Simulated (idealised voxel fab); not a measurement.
The document below concerns the process module designated voxel trench capacitor.
245 nm wide, 5 nm square cells: that's cross-section cut.
Cross-sections here: square-cell grids, written as top-down lists of bands, a band being one or more rows of cells.
What a band's entry tells you: where the top is and where the bottom is, as heights in nm, and after that what lies inside, material by material from left to right, each with its width in nm. Empty space is written as the word "empty", and a single material marked with the word "all across" occupies the band from edge to edge.
Height datum 0, below which the as-received substrate wafer is one material. Lowest band open at the bottom, running downward: "from 0 down".
Width spec "30..40" -> top row of cells at first value, bottom row at second value, equal per-row change in between.
"everything unchanged" after a step means that no cell of the cross-section changed.
The entry "closed voids" lists the empty spaces that cover at least 8 cells and have no open path to the top. Each is written as width x height at distance, where the distance is measured from the left edge and all three values are in nm.
That trailing text on a step's line, after the settings, is the simulator's own remark on the step.
overlay nm: step with mask; distance mask lay right of planned place; negative value = left of planned place.
### List of planned process steps
| 1 | RECEIVE,material Si |
| 2 | CONFORMAL_DEP,material SiN,thk nm 5 |
| 3 | PATTERN,tone open,mask id TRENCH,material resist,width nm 25,pitch nm 45,thk nm 20,overlay nm 0 |
| 4 | DIRECTIONAL_ETCH,etch materials SiN,depth nm 5 |
| 5 | DIRECTIONAL_ETCH,etch materials Si,depth nm 35 |
| 6 | STRIP,etch materials resist |
| 7 | CONFORMAL_DEP,material HfO2,thk nm 5 |
| 8 | CONFORMAL_DEP,material TiN,thk nm 5 |
| 9 | FILL_DEP,material W,thk nm 5 |
| 10 | CMP,height nm 5 |
### The first wafer of two, processed as planned
### This is the cross-section of the wafer as we received it, i.e. after step 1
- from 0 down: Si all across
- closed voids: none
### How the wafer stands in section after step 2
- from 5 to 0: SiN all across
- Everything under 0 stays put, no change at all.
### How the wafer stands in section after step 3
- from 25 to 5: 65 of resist | 25 of empty | 20 of resist | 25 of empty | 20 of resist | 25 of empty | 65 of resist
- Everything under 5 stays put, no change at all.
### How the wafer stands in section after step 4
- from 25 to 5: 65 of resist | 25 of empty | 20 of resist | 25 of empty | 20 of resist | 25 of empty | 65 of resist
- from 5 to 0: 65 of SiN | 25 of empty | 20 of SiN | 25 of empty | 20 of SiN | 25 of empty | 65 of SiN
- Everything under 0 stays put, no change at all.
### How the wafer stands in section after step 5
- from 25 to 5: 65 of resist | 25 of empty | 20 of resist | 25 of empty | 20 of resist | 25 of empty | 65 of resist
- from 5 to 0: 65 of SiN | 25 of empty | 20 of SiN | 25 of empty | 20 of SiN | 25 of empty | 65 of SiN
- from 0 to -35: 65 of Si | 25 of empty | 20 of Si | 25 of empty | 20 of Si | 25 of empty | 65 of Si
- Everything under -35 stays put, no change at all.
### How the wafer stands in section after step 6
- from 5 to 0: 65 of SiN | 25 of empty | 20 of SiN | 25 of empty | 20 of SiN | 25 of empty | 65 of SiN
- Everything under 0 stays put, no change at all.
### How the wafer stands in section after step 7
- from 10 to 5: 70 of HfO2 | 15 of empty | 30 of HfO2 | 15 of empty | 30 of HfO2 | 15 of empty | 70 of HfO2
- from 5 to 0: 65 of SiN | 5 of HfO2 | 15 of empty | 5 of HfO2 | 20 of SiN | 5 of HfO2 | 15 of empty | 5 of HfO2 | 20 of SiN | 5 of HfO2 | 15 of empty | 5 of HfO2 | 65 of SiN
- from 0 to -30: 65 of Si | 5 of HfO2 | 15 of empty | 5 of HfO2 | 20 of Si | 5 of HfO2 | 15 of empty | 5 of HfO2 | 20 of Si | 5 of HfO2 | 15 of empty | 5 of HfO2 | 65 of Si
- from -30 to -35: 65 of Si | 25 of HfO2 | 20 of Si | 25 of HfO2 | 20 of Si | 25 of HfO2 | 65 of Si
- Everything under -35 stays put, no change at all.
### How the wafer stands in section after step 8
- from 15 to 10: 75 of TiN | 5 of empty | 40 of TiN | 5 of empty | 40 of TiN | 5 of empty | 75 of TiN
- from 10 to 5: 70 of HfO2 | 5 of TiN | 5 of empty | 5 of TiN | 30 of HfO2 | 5 of TiN | 5 of empty | 5 of TiN | 30 of HfO2 | 5 of TiN | 5 of empty | 5 of TiN | 70 of HfO2
- from 5 to 0: 65 of SiN | 5 of HfO2 | 5 of TiN | 5 of empty | 5 of TiN | 5 of HfO2 | 20 of SiN | 5 of HfO2 | 5 of TiN | 5 of empty | 5 of TiN | 5 of HfO2 | 20 of SiN | 5 of HfO2 | 5 of TiN | 5 of empty | 5 of TiN | 5 of HfO2 | 65 of SiN
- from 0 to -25: 65 of Si | 5 of HfO2 | 5 of TiN | 5 of empty | 5 of TiN | 5 of HfO2 | 20 of Si | 5 of HfO2 | 5 of TiN | 5 of empty | 5 of TiN | 5 of HfO2 | 20 of Si | 5 of HfO2 | 5 of TiN | 5 of empty | 5 of TiN | 5 of HfO2 | 65 of Si
- from -25 to -30: 65 of Si | 5 of HfO2 | 15 of TiN | 5 of HfO2 | 20 of Si | 5 of HfO2 | 15 of TiN | 5 of HfO2 | 20 of Si | 5 of HfO2 | 15 of TiN | 5 of HfO2 | 65 of Si
- Everything under -30 stays put, no change at all.
### How the wafer stands in section after step 9
- from 20 to 15: W all across
- from 15 to 10: 75 of TiN | 5 of W | 40 of TiN | 5 of W | 40 of TiN | 5 of W | 75 of TiN
- from 10 to 5: 70 of HfO2 | 5 of TiN | 5 of W | 5 of TiN | 30 of HfO2 | 5 of TiN | 5 of W | 5 of TiN | 30 of HfO2 | 5 of TiN | 5 of W | 5 of TiN | 70 of HfO2
- from 5 to 0: 65 of SiN | 5 of HfO2 | 5 of TiN | 5 of W | 5 of TiN | 5 of HfO2 | 20 of SiN | 5 of HfO2 | 5 of TiN | 5 of W | 5 of TiN | 5 of HfO2 | 20 of SiN | 5 of HfO2 | 5 of TiN | 5 of W | 5 of TiN | 5 of HfO2 | 65 of SiN
- from 0 to -25: 65 of Si | 5 of HfO2 | 5 of TiN | 5 of W | 5 of TiN | 5 of HfO2 | 20 of Si | 5 of HfO2 | 5 of TiN | 5 of W | 5 of TiN | 5 of HfO2 | 20 of Si | 5 of HfO2 | 5 of TiN | 5 of W | 5 of TiN | 5 of HfO2 | 65 of Si
- Everything under -25 stays put, no change at all.
### How the wafer stands in section after step 10
- from 5 to 0: 65 of SiN | 5 of HfO2 | 5 of TiN | 5 of W | 5 of TiN | 5 of HfO2 | 20 of SiN | 5 of HfO2 | 5 of TiN | 5 of W | 5 of TiN | 5 of HfO2 | 20 of SiN | 5 of HfO2 | 5 of TiN | 5 of W | 5 of TiN | 5 of HfO2 | 65 of SiN
- Everything under 0 stays put, no change at all.
### Regarding the second of the two wafers: it shared the first wafer's starting condition and process plan, yet one error occurred during its execution. Its history coincides with that of the first wafer up to and including step 4
### Here is the second wafer in cross-section at the point where step 5 of the plan should have been done
- from 25 to 5: 65 of resist | 25 of empty | 20 of resist | 25 of empty | 20 of resist | 25 of empty | 65 of resist
- from 5 to 0: 65 of SiN | 25 of empty | 20 of SiN | 25 of empty | 20 of SiN | 25 of empty | 65 of SiN
- from 0 to -70: 65 of Si | 25 of empty | 20 of Si | 25 of empty | 20 of Si | 25 of empty | 65 of Si
- Everything under -70 stays put, no change at all.
### Here is the second wafer in cross-section at the point where step 6 of the plan should have been done
- from 5 to 0: 65 of SiN | 25 of empty | 20 of SiN | 25 of empty | 20 of SiN | 25 of empty | 65 of SiN
- Everything under 0 stays put, no change at all.
### Here is the second wafer in cross-section at the point where step 7 of the plan should have been done
- from 10 to 5: 70 of HfO2 | 15 of empty | 30 of HfO2 | 15 of empty | 30 of HfO2 | 15 of empty | 70 of HfO2
- from 5 to 0: 65 of SiN | 5 of HfO2 | 15 of empty | 5 of HfO2 | 20 of SiN | 5 of HfO2 | 15 of empty | 5 of HfO2 | 20 of SiN | 5 of HfO2 | 15 of empty | 5 of HfO2 | 65 of SiN
- from 0 to -65: 65 of Si | 5 of HfO2 | 15 of empty | 5 of HfO2 | 20 of Si | 5 of HfO2 | 15 of empty | 5 of HfO2 | 20 of Si | 5 of HfO2 | 15 of empty | 5 of HfO2 | 65 of Si
- from -65 to -70: 65 of Si | 25 of HfO2 | 20 of Si | 25 of HfO2 | 20 of Si | 25 of HfO2 | 65 of Si
- Everything under -70 stays put, no change at all.
### Here is the second wafer in cross-section at the point where step 8 of the plan should have been done
- from 15 to 10: 75 of TiN | 5 of empty | 40 of TiN | 5 of empty | 40 of TiN | 5 of empty | 75 of TiN
- from 10 to 5: 70 of HfO2 | 5 of TiN | 5 of empty | 5 of TiN | 30 of HfO2 | 5 of TiN | 5 of empty | 5 of TiN | 30 of HfO2 | 5 of TiN | 5 of empty | 5 of TiN | 70 of HfO2
- from 5 to 0: 65 of SiN | 5 of HfO2 | 5 of TiN | 5 of empty | 5 of TiN | 5 of HfO2 | 20 of SiN | 5 of HfO2 | 5 of TiN | 5 of empty | 5 of TiN | 5 of HfO2 | 20 of SiN | 5 of HfO2 | 5 of TiN | 5 of empty | 5 of TiN | 5 of HfO2 | 65 of SiN
- from 0 to -60: 65 of Si | 5 of HfO2 | 5 of TiN | 5 of empty | 5 of TiN | 5 of HfO2 | 20 of Si | 5 of HfO2 | 5 of TiN | 5 of empty | 5 of TiN | 5 of HfO2 | 20 of Si | 5 of HfO2 | 5 of TiN | 5 of empty | 5 of TiN | 5 of HfO2 | 65 of Si
- from -60 to -65: 65 of Si | 5 of HfO2 | 15 of TiN | 5 of HfO2 | 20 of Si | 5 of HfO2 | 15 of TiN | 5 of HfO2 | 20 of Si | 5 of HfO2 | 15 of TiN | 5 of HfO2 | 65 of Si
- Everything under -65 stays put, no change at all.
### Here is the second wafer in cross-section at the point where step 9 of the plan should have been done
- from 20 to 15: W all across
- from 15 to 10: 75 of TiN | 5 of W | 40 of TiN | 5 of W | 40 of TiN | 5 of W | 75 of TiN
- from 10 to 5: 70 of HfO2 | 5 of TiN | 5 of W | 5 of TiN | 30 of HfO2 | 5 of TiN | 5 of W | 5 of TiN | 30 of HfO2 | 5 of TiN | 5 of W | 5 of TiN | 70 of HfO2
- from 5 to 0: 65 of SiN | 5 of HfO2 | 5 of TiN | 5 of W | 5 of TiN | 5 of HfO2 | 20 of SiN | 5 of HfO2 | 5 of TiN | 5 of W | 5 of TiN | 5 of HfO2 | 20 of SiN | 5 of HfO2 | 5 of TiN | 5 of W | 5 of TiN | 5 of HfO2 | 65 of SiN
- from 0 to -60: 65 of Si | 5 of HfO2 | 5 of TiN | 5 of W | 5 of TiN | 5 of HfO2 | 20 of Si | 5 of HfO2 | 5 of TiN | 5 of W | 5 of TiN | 5 of HfO2 | 20 of Si | 5 of HfO2 | 5 of TiN | 5 of W | 5 of TiN | 5 of HfO2 | 65 of Si
- Everything under -60 stays put, no change at all.
### Here is the second wafer in cross-section at the point where step 10 of the plan should have been done
- from 5 to 0: 65 of SiN | 5 of HfO2 | 5 of TiN | 5 of W | 5 of TiN | 5 of HfO2 | 20 of SiN | 5 of HfO2 | 5 of TiN | 5 of W | 5 of TiN | 5 of HfO2 | 20 of SiN | 5 of HfO2 | 5 of TiN | 5 of W | 5 of TiN | 5 of HfO2 | 65 of SiN
- Everything under 0 stays put, no change at all.
What was the processing mistake? plan step 5 was conducted twice
The second wafer ends with more or fewer cells of some materials than the first, per final count: HfO2 +42; Si -105; TiN +42; W +21
